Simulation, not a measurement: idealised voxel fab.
voxel fin reveal: a process module
This is section cut - it's 240 nm across, gridded in 5 nm square cells.
Heads up, the way a cross-section reads in here is a grid of square cells, handed over as bands from the top down, with every band being one or more rows of cells. Per band: top height and bottom height in nm, followed by the left-to-right materials and their widths in nm; "all across" marks a single material spanning edge to edge, "blank" marks empty space. All heights in this document are referenced to 0, defined as the level beneath which the wafer, as received, consists entirely of one material. The lowest band is not bounded below; it extends indefinitely downward and is written in the form "0 -> down". Per-row width for "30 to 40": begins at first number (top row of band), ends at second number (bottom row), increment between rows held constant. Basically "no modifications" means that step didn't change any cell in the cross-section. The entry "Voids, fully enclosed" lists the empty spaces that cover at least 8 cells and have no open path to the top. Each is written as width x height at distance, where the distance is measured from the left edge and all three values are in nm. Whatever follows a step's settings on its line is a remark the simulator itself makes about that step. Each step line may optionally specify "overlay nm", which for a step with a mask gives the rightward distance between the mask's planned place and where it lay, a negative value indicating the leftward direction.
Planned process steps:
1. op RECEIVE | material Si
2. op CONFORMAL_DEP | material SiN | thk nm 5
3. op DIRECTIONAL_DEP | material aC | thk nm 15
4. op PATTERN | tone cover | mask id FINS | material resist | width nm 15 | pitch nm 45 | thk nm 35 | overlay nm 0
5. op DIRECTIONAL_ETCH | etch materials aC | depth nm 15
6. op STRIP | etch materials resist
7. op DIRECTIONAL_ETCH | etch materials SiN | depth nm 5
8. op DIRECTIONAL_ETCH | etch materials Si | depth nm 35
9. op STRIP | etch materials aC
10. op FILL_DEP | material SiO2 | thk nm 15
11. op CMP | height nm 5
12. op SELECTIVE_ETCH | etch materials SiO2 | depth nm 30
13. op STRIP | etch materials SiN
14. op CONFORMAL_DEP | material HfO2 | thk nm 5
So this is the incoming wafer in cross-section - it's already been through step 1:
- 0 -> down = Si all across
- Voids, fully enclosed: none
Cross-sectional result after module completion. Note: starting condition and plan are unchanged from above; one processing mistake was made:
- 0 -> -5 = 60 nm blank; 25 nm HfO2; 20 nm blank; 25 nm HfO2; 20 nm blank; 25 nm HfO2; 65 nm blank
- -5 -> -30 = 60 nm blank; 5 nm HfO2; 15 nm Si; 5 nm HfO2; 20 nm blank; 5 nm HfO2; 15 nm Si; 5 nm HfO2; 20 nm blank; 5 nm HfO2; 15 nm Si; 5 nm HfO2; 65 nm blank
- -30 -> -35 = 65 nm HfO2; 15 nm Si; 30 nm HfO2; 15 nm Si; 30 nm HfO2; 15 nm Si; 70 nm HfO2
- -35 -> down = Si all across
- Voids, fully enclosed: none
Run error: note that step 11 departed from the planned setting and was carried out as op CMP | height nm -5
